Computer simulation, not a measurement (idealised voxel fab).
Process module under the name voxel capacitor over wiring
cross-section cut | 260 nm wide | cells 5 nm
Heads up, the way a cross-section reads in here is a grid of square cells, handed over as bands from the top down, with every band being one or more rows of cells.
Top, bottom (nm), then materials left to right with widths (nm); lone material tagged "full width" fills the whole band edge to edge; "blank" = empty space.
Below 0: as-received wafer, all one material; heights counted from there. Lowest band: no bottom, goes on down, written "from 0 down".
Read "30 to 40" as a graded width: first number on top, second number at the bottom, same change between each pair of neighbouring rows.
Basically "left unchanged" means that step didn't change any cell in the cross-section.
Entry "Fully sealed voids" = empty spaces >= 8 cells with no open way to the top; each as width x height at distance, distance from left edge, all nm.
It should be noted that, on the line of a given step, the content following the step's settings is a remark produced by the simulator itself with respect to that step.
Each step line may optionally specify "overlay nm", which for a step with a mask gives the rightward distance between the mask's planned place and where it lay, a negative value indicating the leftward direction.
Pairs, read this way: before one process step on the one hand, after it on the other, the after cross-section ending at the lowest band that changed; the step between, settings included, beneath. Same starting wafer throughout, but possibly different runs of this module, so no pair continues from the pair above unless its entry headed "Before-step section" says so.

Before-step section:
	from 0 down = Si full width
	Fully sealed voids: none

Sectional Result:
	from 15 to 0 = SiO2 full width
	Below 0, no change.
	Fully sealed voids: none
Between before and after as drawn above: CONFORMAL_DEP (material SiO2; thk nm 15)

Before-step section: refer to the pair immediately above; the cross-section shown after its step is the state before this one.

Sectional Result:
	from 20 to 15 = SiCN full width
	Below 15, no change.
	Fully sealed voids: none
Between before and after as drawn above: CONFORMAL_DEP (material SiCN; thk nm 5)

Before-step section: refer to the pair immediately above; the cross-section shown after its step is the state before this one.

Sectional Result:
	from 45 to 20 = lowk full width
	Below 20, no change.
	Fully sealed voids: none
Between before and after as drawn above: DIRECTIONAL_DEP (material lowk; thk nm 25)

Before-step section: refer to the pair immediately above; the cross-section shown after its step is the state before this one.

Sectional Result:
	from 55 to 45 = aC full width
	Below 45, no change.
	Fully sealed voids: none
Between before and after as drawn above: DIRECTIONAL_DEP (material aC; thk nm 10)

Before-step section: refer to the pair immediately above; the cross-section shown after its step is the state before this one.

Sectional Result:
	from 85 to 55 = resist 80 nm / blank 20 nm / resist 60 nm / blank 20 nm / resist 80 nm
	Below 55, no change.
	Fully sealed voids: none
Between before and after as drawn above: PATTERN (tone open; mask id METAL_1; material resist; width nm 20; pitch nm 80; thk nm 30; overlay nm 0)

Before-step section: refer to the pair immediately above; the cross-section shown after its step is the state before this one.

Sectional Result:
	from 75 to 55 = resist 80 nm / blank 20 nm / resist 60 nm / blank 20 nm / resist 80 nm
	from 55 to 45 = aC 80 nm / blank 20 nm / aC 60 nm / blank 20 nm / aC 80 nm
	Below 45, no change.
	Fully sealed voids: none
Between before and after as drawn above: DIRECTIONAL_ETCH (etch materials aC; depth nm 10)

Before-step section: refer to the pair immediately above; the cross-section shown after its step is the state before this one.

Sectional Result:
	from 55 to 45 = aC 80 nm / blank 20 nm / aC 60 nm / blank 20 nm / aC 80 nm
	Below 45, no change.
	Fully sealed voids: none
Between before and after as drawn above: STRIP (etch materials resist)

Before-step section: refer to the pair immediately above; the cross-section shown after its step is the state before this one.

Sectional Result:
	from 55 to 45 = aC 80 nm / blank 20 nm / aC 60 nm / blank 20 nm / aC 80 nm
	from 45 to 20 = lowk 80 nm / blank 20 nm / lowk 60 nm / blank 20 nm / lowk 80 nm
	Below 20, no change.
	Fully sealed voids: none
Between before and after as drawn above: DIRECTIONAL_ETCH (etch materials lowk; depth nm 25)

Before-step section: refer to the pair immediately above; the cross-section shown after its step is the state before this one.

Sectional Result:
	from 55 to 45 = aC 80 nm / blank 20 nm / aC 60 nm / blank 20 nm / aC 80 nm
	from 45 to 20 = lowk 80 nm / blank 20 nm / lowk 60 nm / blank 20 nm / lowk 80 nm
	from 20 to 15 = SiCN 80 nm / blank 20 nm / SiCN 60 nm / blank 20 nm / SiCN 80 nm
	Below 15, no change.
	Fully sealed voids: none
Between before and after as drawn above: DIRECTIONAL_ETCH (etch materials SiCN; depth nm 5)

Before-step section: refer to the pair immediately above; the cross-section shown after its step is the state before this one.

Sectional Result:
	from 45 to 20 = lowk 80 nm / blank 20 nm / lowk 60 nm / blank 20 nm / lowk 80 nm
	Below 20, no change.
	Fully sealed voids: none
Between before and after as drawn above: STRIP (etch materials aC)

Before-step section: refer to the pair immediately above; the cross-section shown after its step is the state before this one.

Sectional Result:
	from 50 to 45 = TiN 85 nm / blank 10 nm / TiN 70 nm / blank 10 nm / TiN 85 nm
	from 45 to 20 = lowk 80 nm / TiN 5 nm / blank 10 nm / TiN 5 nm / lowk 60 nm / TiN 5 nm / blank 10 nm / TiN 5 nm / lowk 80 nm
	from 20 to 15 = SiCN 80 nm / TiN 20 nm / SiCN 60 nm / TiN 20 nm / SiCN 80 nm
	Below 15, no change.
	Fully sealed voids: none
Between before and after as drawn above: CONFORMAL_DEP (material TiN; thk nm 5)

Before-step section: refer to the pair immediately above; the cross-section shown after its step is the state before this one.

Sectional Result:
	from 55 to 50 = Ru full width
	from 50 to 45 = TiN 85 nm / Ru 10 nm / TiN 70 nm / Ru 10 nm / TiN 85 nm
	from 45 to 20 = lowk 80 nm / TiN 5 nm / Ru 10 nm / TiN 5 nm / lowk 60 nm / TiN 5 nm / Ru 10 nm / TiN 5 nm / lowk 80 nm
	Below 20, no change.
	Fully sealed voids: none
Between before and after as drawn above: FILL_DEP (material Ru; thk nm 5)

Before-step section: refer to the pair immediately above; the cross-section shown after its step is the state before this one.

Sectional Result:
	from 45 to 20 = lowk 80 nm / TiN 5 nm / Ru 10 nm / TiN 5 nm / lowk 60 nm / TiN 5 nm / Ru 10 nm / TiN 5 nm / lowk 80 nm
	Below 20, no change.
	Fully sealed voids: none
Between before and after as drawn above: CMP (height nm 45)

Before-step section: refer to the pair immediately above; the cross-section shown after its step is the state before this one.

Sectional Result:
	from 50 to 45 = blank 75 nm / Ru 30 nm / blank 50 nm / Ru 30 nm / blank 75 nm
	Below 45, no change.
	Fully sealed voids: none
Between before and after as drawn above: EPI (material Ru; thk nm 5)

Before-step section: refer to the pair immediately above; the cross-section shown after its step is the state before this one.

Sectional Result:
	from 55 to 50 = SiCN full width
	from 50 to 45 = SiCN 75 nm / Ru 30 nm / SiCN 50 nm / Ru 30 nm / SiCN 75 nm
	Below 45, no change.
	Fully sealed voids: none
Between before and after as drawn above: FILL_DEP (material SiCN; thk nm 5)

Before-step section: refer to the pair immediately above; the cross-section shown after its step is the state before this one.

Sectional Result:
	from 75 to 55 = SiO2 full width
	Below 55, no change.
	Fully sealed voids: none
Between before and after as drawn above: DIRECTIONAL_DEP (material SiO2; thk nm 20)

Before-step section: refer to the pair immediately above; the cross-section shown after its step is the state before this one.

Sectional Result:
	from 75 to 55 = SiO2 85 nm / blank 15 nm / SiO2 160 nm
	Below 55, no change.
	Fully sealed voids: none
Between before and after as drawn above: MASKED_ETCH (tone open; mask id PLUG_1; width nm 15; etch materials SiO2; depth nm 20; overlay nm 0)

Before-step section: refer to the pair immediately above; the cross-section shown after its step is the state before this one.

Sectional Result:
	from 75 to 55 = SiO2 85 nm / blank 15 nm / SiO2 160 nm
	from 55 to 50 = SiCN 85 nm / blank 15 nm / SiCN 160 nm
	Below 50, no change.
	Fully sealed voids: none
Between before and after as drawn above: MASKED_ETCH (tone open; mask id PLUG_1; width nm 15; etch materials SiCN; depth nm 5; overlay nm 0)

Before-step section: refer to the pair immediately above; the cross-section shown after its step is the state before this one.

Sectional Result:
	from 80 to 75 = TiN 90 nm / blank 5 nm / TiN 165 nm
	from 75 to 55 = SiO2 85 nm / TiN 5 nm / blank 5 nm / TiN 5 nm / SiO2 160 nm
	from 55 to 50 = SiCN 85 nm / TiN 15 nm / SiCN 160 nm
	Below 50, no change.
	Fully sealed voids: none
Between before and after as drawn above: CONFORMAL_DEP (material TiN; thk nm 5)

Before-step section: refer to the pair immediately above; the cross-section shown after its step is the state before this one.

Sectional Result:
	from 90 to 80 = W full width
	from 80 to 75 = TiN 90 nm / W 5 nm / TiN 165 nm
	from 75 to 55 = SiO2 85 nm / TiN 5 nm / W 5 nm / TiN 5 nm / SiO2 160 nm
	Below 55, no change.
	Fully sealed voids: none
Between before and after as drawn above: FILL_DEP (material W; thk nm 10)

Before-step section: refer to the pair immediately above; the cross-section shown after its step is the state before this one.

Sectional Result:
	from 75 to 55 = SiO2 85 nm / TiN 5 nm / W 5 nm / TiN 5 nm / SiO2 160 nm
	Below 55, no change.
	Fully sealed voids: none
Between before and after as drawn above: CMP (height nm 75)

Before-step section: refer to the pair immediately above; the cross-section shown after its step is the state before this one.

Sectional Result:
	from 80 to 75 = TiN full width
	Below 75, no change.
	Fully sealed voids: none
Between before and after as drawn above: DIRECTIONAL_DEP (material TiN; thk nm 5)

Before-step section: refer to the pair immediately above; the cross-section shown after its step is the state before this one.

Sectional Result:
	from 85 to 80 = Al2O3 full width
	Below 80, no change.
	Fully sealed voids: none
Between before and after as drawn above: DIRECTIONAL_DEP (material Al2O3; thk nm 5)

Before-step section: refer to the pair immediately above; the cross-section shown after its step is the state before this one.

Sectional Result:
	from 95 to 85 = TiN full width
	Below 85, no change.
	Fully sealed voids: none
Between before and after as drawn above: DIRECTIONAL_DEP (material TiN; thk nm 10)

Before-step section: refer to the pair immediately above; the cross-section shown after its step is the state before this one.

Sectional Result:
	from 110 to 95 = blank 85 nm / resist 65 nm / blank 110 nm
	Below 95, no change.
	Fully sealed voids: none
Between before and after as drawn above: PATTERN (tone cover; mask id UPPER_PLATE; material resist; width nm 65; thk nm 15; overlay nm 0)

Before-step section: refer to the pair immediately above; the cross-section shown after its step is the state before this one.

Sectional Result:
	from 110 to 95 = blank 85 nm / resist 65 nm / blank 110 nm
	from 95 to 85 = blank 85 nm / TiN 65 nm / blank 110 nm
	Below 85, no change.
	Fully sealed voids: none
Between before and after as drawn above: DIRECTIONAL_ETCH (etch materials TiN; depth nm 10)

Before-step section: refer to the pair immediately above; the cross-section shown after its step is the state before this one.

Sectional Result:
	from 110 to 95 = blank 85 nm / resist 65 nm / blank 110 nm
	from 95 to 85 = blank 85 nm / TiN 65 nm / blank 110 nm
	from 85 to 80 = blank 85 nm / Al2O3 65 nm / blank 110 nm
	Below 80, no change.
	Fully sealed voids: none
Between before and after as drawn above: DIRECTIONAL_ETCH (etch materials Al2O3; depth nm 5)

Before-step section: refer to the pair immediately above; the cross-section shown after its step is the state before this one.

Sectional Result:
	from 95 to 85 = blank 85 nm / TiN 65 nm / blank 110 nm
	Below 85, no change.
	Fully sealed voids: none
Between before and after as drawn above: STRIP (etch materials resist)

Before-step section: refer to the pair immediately above; the cross-section shown after its step is the state before this one.

Sectional Result:
	from 110 to 95 = blank 80 nm / resist 75 nm / blank 105 nm
	from 95 to 85 = blank 80 nm / resist 5 nm / TiN 65 nm / resist 5 nm / blank 105 nm
	from 85 to 80 = blank 80 nm / resist 5 nm / Al2O3 65 nm / resist 5 nm / blank 105 nm
	Below 80, no change.
	Fully sealed voids: none
Between before and after as drawn above: PATTERN (tone cover; mask id LOWER_PLATE; material resist; width nm 75; thk nm 15; overlay nm 0)

Before-step section: refer to the pair immediately above; the cross-section shown after its step is the state before this one.

Sectional Result:
	from 110 to 95 = blank 80 nm / resist 75 nm / blank 105 nm
	from 95 to 85 = blank 80 nm / resist 5 nm / TiN 65 nm / resist 5 nm / blank 105 nm
	from 85 to 80 = blank 80 nm / resist 5 nm / Al2O3 65 nm / resist 5 nm / blank 105 nm
	from 80 to 75 = blank 80 nm / TiN 75 nm / blank 105 nm
	Below 75, no change.
	Fully sealed voids: none
Between before and after as drawn above: DIRECTIONAL_ETCH (etch materials TiN; depth nm 5)

Before-step section: refer to the pair immediately above; the cross-section shown after its step is the state before this one.

Sectional Result:
	from 95 to 85 = blank 85 nm / TiN 65 nm / blank 110 nm
	from 85 to 80 = blank 85 nm / Al2O3 65 nm / blank 110 nm
	Below 80, no change.
	Fully sealed voids: none
Between before and after as drawn above: STRIP (etch materials resist)

Before-step section: refer to the pair immediately above; the cross-section shown after its step is the state before this one.

Sectional Result:
	from 115 to 95 = SiO2 full width
	from 95 to 85 = SiO2 85 nm / TiN 65 nm / SiO2 110 nm
	from 85 to 80 = SiO2 85 nm / Al2O3 65 nm / SiO2 110 nm
	from 80 to 75 = SiO2 80 nm / TiN 75 nm / SiO2 105 nm
	Below 75, no change.
	Fully sealed voids: none
Between before and after as drawn above: FILL_DEP (material SiO2; thk nm 20)

Before-step section: refer to the pair immediately above; the cross-section shown after its step is the state before this one.

Sectional Result:
	from 110 to 95 = SiO2 full width
	Below 95, no change.
	Fully sealed voids: none
Between before and after as drawn above: CMP (height nm 110)

Before-step section: refer to the pair immediately above; the cross-section shown after its step is the state before this one.

Sectional Result:
	from 125 to 110 = resist 95 nm / blank 15 nm / resist 150 nm
	Below 110, no change.
	Fully sealed voids: none
Between before and after as drawn above: PATTERN (tone open; mask id PLUG_2; material resist; width nm 15; thk nm 15; overlay nm 0)

Before-step section: refer to the pair immediately above; the cross-section shown after its step is the state before this one.

Sectional Result:
	from 125 to 110 = resist 95 nm / blank 15 nm / resist 150 nm
	from 110 to 95 = SiO2 95 nm / blank 15 nm / SiO2 150 nm
	Below 95, no change.
	Fully sealed voids: none
Between before and after as drawn above: DIRECTIONAL_ETCH (etch materials SiO2; depth nm 15)

Before-step section: refer to the pair immediately above; the cross-section shown after its step is the state before this one.

Sectional Result:
	from 110 to 95 = SiO2 95 nm / blank 15 nm / SiO2 150 nm
	Below 95, no change.
	Fully sealed voids: none
Between before and after as drawn above: STRIP (etch materials resist)

Before-step section: refer to the pair immediately above; the cross-section shown after its step is the state before this one.

Sectional Result:
	from 115 to 110 = TiN 100 nm / blank 5 nm / TiN 155 nm
	from 110 to 100 = SiO2 95 nm / TiN 5 nm / blank 5 nm / TiN 5 nm / SiO2 150 nm
	from 100 to 95 = SiO2 95 nm / TiN 15 nm / SiO2 150 nm
	Below 95, no change.
	Fully sealed voids: none
Between before and after as drawn above: CONFORMAL_DEP (material TiN; thk nm 5)

Before-step section: refer to the pair immediately above; the cross-section shown after its step is the state before this one.

Sectional Result:
	from 125 to 115 = Ru full width
	from 115 to 110 = TiN 100 nm / Ru 5 nm / TiN 155 nm
	from 110 to 100 = SiO2 95 nm / TiN 5 nm / Ru 5 nm / TiN 5 nm / SiO2 150 nm
	Below 100, no change.
	Fully sealed voids: none
Between before and after as drawn above: FILL_DEP (material Ru; thk nm 10)

Before-step section: refer to the pair immediately above; the cross-section shown after its step is the state before this one.

Sectional Result:
	from 110 to 100 = SiO2 95 nm / TiN 5 nm / Ru 5 nm / TiN 5 nm / SiO2 150 nm
	Below 100, no change.
	Fully sealed voids: none
Between before and after as drawn above: CMP (height nm 110)

Before-step section: refer to the pair immediately above; the cross-section shown after its step is the state before this one.

Sectional Result:
	from 115 to 110 = SiCN full width
	Below 110, no change.
	Fully sealed voids: none
Between before and after as drawn above: CONFORMAL_DEP (material SiCN; thk nm 5)

Before-step section:
	from 50 to 45 = blank 75 nm / Ru 30 nm / blank 50 nm / Ru 30 nm / blank 75 nm
	from 45 to 20 = lowk 80 nm / TiN 5 nm / Ru 10 nm / TiN 5 nm / lowk 60 nm / TiN 5 nm / Ru 10 nm / TiN 5 nm / lowk 80 nm
	from 20 to 15 = SiCN 80 nm / TiN 20 nm / SiCN 60 nm / TiN 20 nm / SiCN 80 nm
	from 15 to 0 = SiO2 full width
	from 0 down = Si full width
	Fully sealed voids: none

Sectional Result:
	from 70 to 65 = blank 75 nm / SiO2 30 nm / blank 50 nm / SiO2 30 nm / blank 75 nm
	from 65 to 50 = SiO2 full width
	from 50 to 45 = SiO2 75 nm / Ru 30 nm / SiO2 50 nm / Ru 30 nm / SiO2 75 nm
	Below 45, no change.
	Fully sealed voids: none
Between before and after as drawn above: DIRECTIONAL_DEP (material SiO2; thk nm 20)

Before-step section: refer to the pair immediately above; the cross-section shown after its step is the state before this one.

Sectional Result:
	from 70 to 65 = blank 75 nm / SiO2 10 nm / blank 15 nm / SiO2 5 nm / blank 50 nm / SiO2 30 nm / blank 75 nm
	from 65 to 50 = SiO2 85 nm / blank 15 nm / SiO2 160 nm
	Below 50, no change.
	Fully sealed voids: none
Between before and after as drawn above: MASKED_ETCH (tone open; mask id PLUG_1; width nm 15; etch materials SiO2; depth nm 20; overlay nm 0)

Before-step section: refer to the pair immediately above; the cross-section shown after its step is the state before this one.

Sectional Result:
	from 75 to 70 = blank 70 nm / TiN 20 nm / blank 5 nm / TiN 15 nm / blank 40 nm / TiN 40 nm / blank 70 nm
	from 70 to 65 = TiN 75 nm / SiO2 10 nm / TiN 5 nm / blank 5 nm / TiN 5 nm / SiO2 5 nm / TiN 50 nm / SiO2 30 nm / TiN 75 nm
	from 65 to 55 = SiO2 85 nm / TiN 5 nm / blank 5 nm / TiN 5 nm / SiO2 160 nm
	from 55 to 50 = SiO2 85 nm / TiN 15 nm / SiO2 160 nm
	Below 50, no change.
	Fully sealed voids: none
Between before and after as drawn above: CONFORMAL_DEP (material TiN; thk nm 5)

Before-step section: refer to the pair immediately above; the cross-section shown after its step is the state before this one.

Sectional Result:
	from 85 to 75 = W full width
	from 75 to 70 = W 70 nm / TiN 20 nm / W 5 nm / TiN 15 nm / W 40 nm / TiN 40 nm / W 70 nm
	from 70 to 65 = TiN 75 nm / SiO2 10 nm / TiN 5 nm / W 5 nm / TiN 5 nm / SiO2 5 nm / TiN 50 nm / SiO2 30 nm / TiN 75 nm
	from 65 to 55 = SiO2 85 nm / TiN 5 nm / W 5 nm / TiN 5 nm / SiO2 160 nm
	Below 55, no change.
	Fully sealed voids: none
Between before and after as drawn above: FILL_DEP (material W; thk nm 10)

Before-step section: refer to the pair immediately above; the cross-section shown after its step is the state before this one.

Sectional Result:
	from 75 to 70 = W 70 nm / TiN 20 nm / W 5 nm / TiN 15 nm / W 40 nm / TiN 40 nm / W 70 nm
	Below 70, no change.
	Fully sealed voids: none
Between before and after as drawn above: CMP (height nm 75)

Before-step section: refer to the pair immediately above; the cross-section shown after its step is the state before this one.

Sectional Result:
	from 80 to 75 = TiN full width
	Below 75, no change.
	Fully sealed voids: none
Between before and after as drawn above: DIRECTIONAL_DEP (material TiN; thk nm 5)

Before-step section: refer to the pair immediately above; the cross-section shown after its step is the state before this one.

Sectional Result:
	from 85 to 80 = Al2O3 full width
	Below 80, no change.
	Fully sealed voids: none
Between before and after as drawn above: DIRECTIONAL_DEP (material Al2O3; thk nm 5)

Before-step section: refer to the pair immediately above; the cross-section shown after its step is the state before this one.

Sectional Result:
	from 95 to 85 = TiN full width
	Below 85, no change.
	Fully sealed voids: none
Between before and after as drawn above: DIRECTIONAL_DEP (material TiN; thk nm 10)

Before-step section: refer to the pair immediately above; the cross-section shown after its step is the state before this one.

Sectional Result:
	from 110 to 95 = blank 85 nm / resist 65 nm / blank 110 nm
	Below 95, no change.
	Fully sealed voids: none
Between before and after as drawn above: PATTERN (tone cover; mask id UPPER_PLATE; material resist; width nm 65; thk nm 15; overlay nm 0)

Before-step section: refer to the pair immediately above; the cross-section shown after its step is the state before this one.

Sectional Result:
	from 110 to 95 = blank 85 nm / resist 65 nm / blank 110 nm
	from 95 to 85 = blank 85 nm / TiN 65 nm / blank 110 nm
	Below 85, no change.
	Fully sealed voids: none
Between before and after as drawn above: DIRECTIONAL_ETCH (etch materials TiN; depth nm 10)

Before-step section: refer to the pair immediately above; the cross-section shown after its step is the state before this one.

Sectional Result:
	from 110 to 95 = blank 85 nm / resist 65 nm / blank 110 nm
	from 95 to 85 = blank 85 nm / TiN 65 nm / blank 110 nm
	from 85 to 80 = blank 85 nm / Al2O3 65 nm / blank 110 nm
	Below 80, no change.
	Fully sealed voids: none
Between before and after as drawn above: DIRECTIONAL_ETCH (etch materials Al2O3; depth nm 5)

Before-step section: refer to the pair immediately above; the cross-section shown after its step is the state before this one.

Sectional Result:
	from 95 to 85 = blank 85 nm / TiN 65 nm / blank 110 nm
	Below 85, no change.
	Fully sealed voids: none
Between before and after as drawn above: STRIP (etch materials resist)

Before-step section: refer to the pair immediately above; the cross-section shown after its step is the state before this one.

Sectional Result:
	from 110 to 95 = blank 80 nm / resist 75 nm / blank 105 nm
	from 95 to 85 = blank 80 nm / resist 5 nm / TiN 65 nm / resist 5 nm / blank 105 nm
	from 85 to 80 = blank 80 nm / resist 5 nm / Al2O3 65 nm / resist 5 nm / blank 105 nm
	Below 80, no change.
	Fully sealed voids: none
Between before and after as drawn above: PATTERN (tone cover; mask id LOWER_PLATE; material resist; width nm 75; thk nm 15; overlay nm 0)

Before-step section: refer to the pair immediately above; the cross-section shown after its step is the state before this one.

Sectional Result:
	from 110 to 95 = blank 80 nm / resist 75 nm / blank 105 nm
	from 95 to 85 = blank 80 nm / resist 5 nm / TiN 65 nm / resist 5 nm / blank 105 nm
	from 85 to 80 = blank 80 nm / resist 5 nm / Al2O3 65 nm / resist 5 nm / blank 105 nm
	from 80 to 75 = blank 80 nm / TiN 75 nm / blank 105 nm
	Below 75, no change.
	Fully sealed voids: none
Between before and after as drawn above: DIRECTIONAL_ETCH (etch materials TiN; depth nm 5)

Before-step section: refer to the pair immediately above; the cross-section shown after its step is the state before this one.

Sectional Result:
	from 95 to 85 = blank 85 nm / TiN 65 nm / blank 110 nm
	from 85 to 80 = blank 85 nm / Al2O3 65 nm / blank 110 nm
	Below 80, no change.
	Fully sealed voids: none
Between before and after as drawn above: STRIP (etch materials resist)

Before-step section: refer to the pair immediately above; the cross-section shown after its step is the state before this one.

Sectional Result:
	from 115 to 95 = SiO2 full width
	from 95 to 85 = SiO2 85 nm / TiN 65 nm / SiO2 110 nm
	from 85 to 80 = SiO2 85 nm / Al2O3 65 nm / SiO2 110 nm
	from 80 to 75 = SiO2 80 nm / TiN 75 nm / SiO2 105 nm
	Below 75, no change.
	Fully sealed voids: none
Between before and after as drawn above: FILL_DEP (material SiO2; thk nm 20)

Before-step section: refer to the pair immediately above; the cross-section shown after its step is the state before this one.

Sectional Result:
	from 110 to 95 = SiO2 full width
	Below 95, no change.
	Fully sealed voids: none
Between before and after as drawn above: CMP (height nm 110)

Before-step section: refer to the pair immediately above; the cross-section shown after its step is the state before this one.

Sectional Result:
	from 125 to 110 = resist 95 nm / blank 15 nm / resist 150 nm
	Below 110, no change.
	Fully sealed voids: none
Between before and after as drawn above: PATTERN (tone open; mask id PLUG_2; material resist; width nm 15; thk nm 15; overlay nm 0)

Before-step section: refer to the pair immediately above; the cross-section shown after its step is the state before this one.

Sectional Result:
	from 125 to 110 = resist 95 nm / blank 15 nm / resist 150 nm
	from 110 to 95 = SiO2 95 nm / blank 15 nm / SiO2 150 nm
	Below 95, no change.
	Fully sealed voids: none
Between before and after as drawn above: DIRECTIONAL_ETCH (etch materials SiO2; depth nm 15)

Before-step section: refer to the pair immediately above; the cross-section shown after its step is the state before this one.

Sectional Result:
	from 110 to 95 = SiO2 95 nm / blank 15 nm / SiO2 150 nm
	Below 95, no change.
	Fully sealed voids: none
Between before and after as drawn above: STRIP (etch materials resist)

Before-step section: refer to the pair immediately above; the cross-section shown after its step is the state before this one.

Sectional Result:
	from 115 to 110 = TiN 100 nm / blank 5 nm / TiN 155 nm
	from 110 to 100 = SiO2 95 nm / TiN 5 nm / blank 5 nm / TiN 5 nm / SiO2 150 nm
	from 100 to 95 = SiO2 95 nm / TiN 15 nm / SiO2 150 nm
	Below 95, no change.
	Fully sealed voids: none
Between before and after as drawn above: CONFORMAL_DEP (material TiN; thk nm 5)

Before-step section: refer to the pair immediately above; the cross-section shown after its step is the state before this one.

Sectional Result:
	from 125 to 115 = Ru full width
	from 115 to 110 = TiN 100 nm / Ru 5 nm / TiN 155 nm
	from 110 to 100 = SiO2 95 nm / TiN 5 nm / Ru 5 nm / TiN 5 nm / SiO2 150 nm
	Below 100, no change.
	Fully sealed voids: none
Between before and after as drawn above: FILL_DEP (material Ru; thk nm 10)

Before-step section: refer to the pair immediately above; the cross-section shown after its step is the state before this one.

Sectional Result:
	from 110 to 100 = SiO2 95 nm / TiN 5 nm / Ru 5 nm / TiN 5 nm / SiO2 150 nm
	Below 100, no change.
	Fully sealed voids: none
Between before and after as drawn above: CMP (height nm 110)

Before-step section: refer to the pair immediately above; the cross-section shown after its step is the state before this one.

Sectional Result:
	from 115 to 110 = SiCN full width
	Below 110, no change.
	Fully sealed voids: none
Between before and after as drawn above: CONFORMAL_DEP (material SiCN; thk nm 5)

Before-step section:
	from 15 to 0 = SiO2 full width
	from 0 down = Si full width
	Fully sealed voids: none

Sectional Result:
	from 30 to 0 = SiO2 full width
	Below 0, no change.
	Fully sealed voids: none
Between before and after as drawn above: CONFORMAL_DEP (material SiO2; thk nm 15)

Before-step section: refer to the pair immediately above; the cross-section shown after its step is the state before this one.

Sectional Result:
	from 35 to 30 = SiCN full width
	Below 30, no change.
	Fully sealed voids: none
Between before and after as drawn above: CONFORMAL_DEP (material SiCN; thk nm 5)

Before-step section: refer to the pair immediately above; the cross-section shown after its step is the state before this one.

Sectional Result:
	from 60 to 35 = lowk full width
	Below 35, no change.
	Fully sealed voids: none
Between before and after as drawn above: DIRECTIONAL_DEP (material lowk; thk nm 25)

Before-step section: refer to the pair immediately above; the cross-section shown after its step is the state before this one.

Sectional Result:
	from 70 to 60 = aC full width
	Below 60, no change.
	Fully sealed voids: none
Between before and after as drawn above: DIRECTIONAL_DEP (material aC; thk nm 10)

Before-step section: refer to the pair immediately above; the cross-section shown after its step is the state before this one.

Sectional Result:
	from 100 to 70 = resist 80 nm / blank 20 nm / resist 60 nm / blank 20 nm / resist 80 nm
	Below 70, no change.
	Fully sealed voids: none
Between before and after as drawn above: PATTERN (tone open; mask id METAL_1; material resist; width nm 20; pitch nm 80; thk nm 30; overlay nm 0)

Before-step section: refer to the pair immediately above; the cross-section shown after its step is the state before this one.

Sectional Result:
	from 90 to 70 = resist 80 nm / blank 20 nm / resist 60 nm / blank 20 nm / resist 80 nm
	from 70 to 60 = aC 80 nm / blank 20 nm / aC 60 nm / blank 20 nm / aC 80 nm
	Below 60, no change.
	Fully sealed voids: none
Between before and after as drawn above: DIRECTIONAL_ETCH (etch materials aC; depth nm 10)

Before-step section: refer to the pair immediately above; the cross-section shown after its step is the state before this one.

Sectional Result:
	from 70 to 60 = aC 80 nm / blank 20 nm / aC 60 nm / blank 20 nm / aC 80 nm
	Below 60, no change.
	Fully sealed voids: none
Between before and after as drawn above: STRIP (etch materials resist)

Before-step section: refer to the pair immediately above; the cross-section shown after its step is the state before this one.

Sectional Result:
	from 70 to 60 = aC 80 nm / blank 20 nm / aC 60 nm / blank 20 nm / aC 80 nm
	from 60 to 35 = lowk 80 nm / blank 20 nm / lowk 60 nm / blank 20 nm / lowk 80 nm
	Below 35, no change.
	Fully sealed voids: none
Between before and after as drawn above: DIRECTIONAL_ETCH (etch materials lowk; depth nm 25)

Before-step section: refer to the pair immediately above; the cross-section shown after its step is the state before this one.

Sectional Result:
	from 70 to 60 = aC 80 nm / blank 20 nm / aC 60 nm / blank 20 nm / aC 80 nm
	from 60 to 35 = lowk 80 nm / blank 20 nm / lowk 60 nm / blank 20 nm / lowk 80 nm
	from 35 to 30 = SiCN 80 nm / blank 20 nm / SiCN 60 nm / blank 20 nm / SiCN 80 nm
	Below 30, no change.
	Fully sealed voids: none
Between before and after as drawn above: DIRECTIONAL_ETCH (etch materials SiCN; depth nm 5)

Before-step section: refer to the pair immediately above; the cross-section shown after its step is the state before this one.

Sectional Result:
	from 60 to 35 = lowk 80 nm / blank 20 nm / lowk 60 nm / blank 20 nm / lowk 80 nm
	Below 35, no change.
	Fully sealed voids: none
Between before and after as drawn above: STRIP (etch materials aC)

Before-step section: refer to the pair immediately above; the cross-section shown after its step is the state before this one.

Sectional Result:
	from 65 to 60 = TiN 85 nm / blank 10 nm / TiN 70 nm / blank 10 nm / TiN 85 nm
	from 60 to 35 = lowk 80 nm / TiN 5 nm / blank 10 nm / TiN 5 nm / lowk 60 nm / TiN 5 nm / blank 10 nm / TiN 5 nm / lowk 80 nm
	from 35 to 30 = SiCN 80 nm / TiN 20 nm / SiCN 60 nm / TiN 20 nm / SiCN 80 nm
	Below 30, no change.
	Fully sealed voids: none
Between before and after as drawn above: CONFORMAL_DEP (material TiN; thk nm 5)

Before-step section: refer to the pair immediately above; the cross-section shown after its step is the state before this one.

Sectional Result:
	from 70 to 65 = Ru full width
	from 65 to 60 = TiN 85 nm / Ru 10 nm / TiN 70 nm / Ru 10 nm / TiN 85 nm
	from 60 to 35 = lowk 80 nm / TiN 5 nm / Ru 10 nm / TiN 5 nm / lowk 60 nm / TiN 5 nm / Ru 10 nm / TiN 5 nm / lowk 80 nm
	Below 35, no change.
	Fully sealed voids: none
Between before and after as drawn above: FILL_DEP (material Ru; thk nm 5)

Before-step section: refer to the pair immediately above; the cross-section shown after its step is the state before this one.

Sectional Result:
	from 45 to 35 = lowk 80 nm / TiN 5 nm / Ru 10 nm / TiN 5 nm / lowk 60 nm / TiN 5 nm / Ru 10 nm / TiN 5 nm / lowk 80 nm
	Below 35, no change.
	Fully sealed voids: none
Between before and after as drawn above: CMP (height nm 45)

Before-step section: refer to the pair immediately above; the cross-section shown after its step is the state before this one.

Sectional Result:
	from 50 to 45 = blank 75 nm / Ru 30 nm / blank 50 nm / Ru 30 nm / blank 75 nm
	Below 45, no change.
	Fully sealed voids: none
Between before and after as drawn above: EPI (material Ru; thk nm 5)

Before-step section: refer to the pair immediately above; the cross-section shown after its step is the state before this one.

Sectional Result:
	from 55 to 50 = SiCN full width
	from 50 to 45 = SiCN 75 nm / Ru 30 nm / SiCN 50 nm / Ru 30 nm / SiCN 75 nm
	Below 45, no change.
	Fully sealed voids: none
Between before and after as drawn above: FILL_DEP (material SiCN; thk nm 5)

Before-step section: refer to the pair immediately above; the cross-section shown after its step is the state before this one.

Sectional Result:
	from 75 to 55 = SiO2 full width
	Below 55, no change.
	Fully sealed voids: none
Between before and after as drawn above: DIRECTIONAL_DEP (material SiO2; thk nm 20)
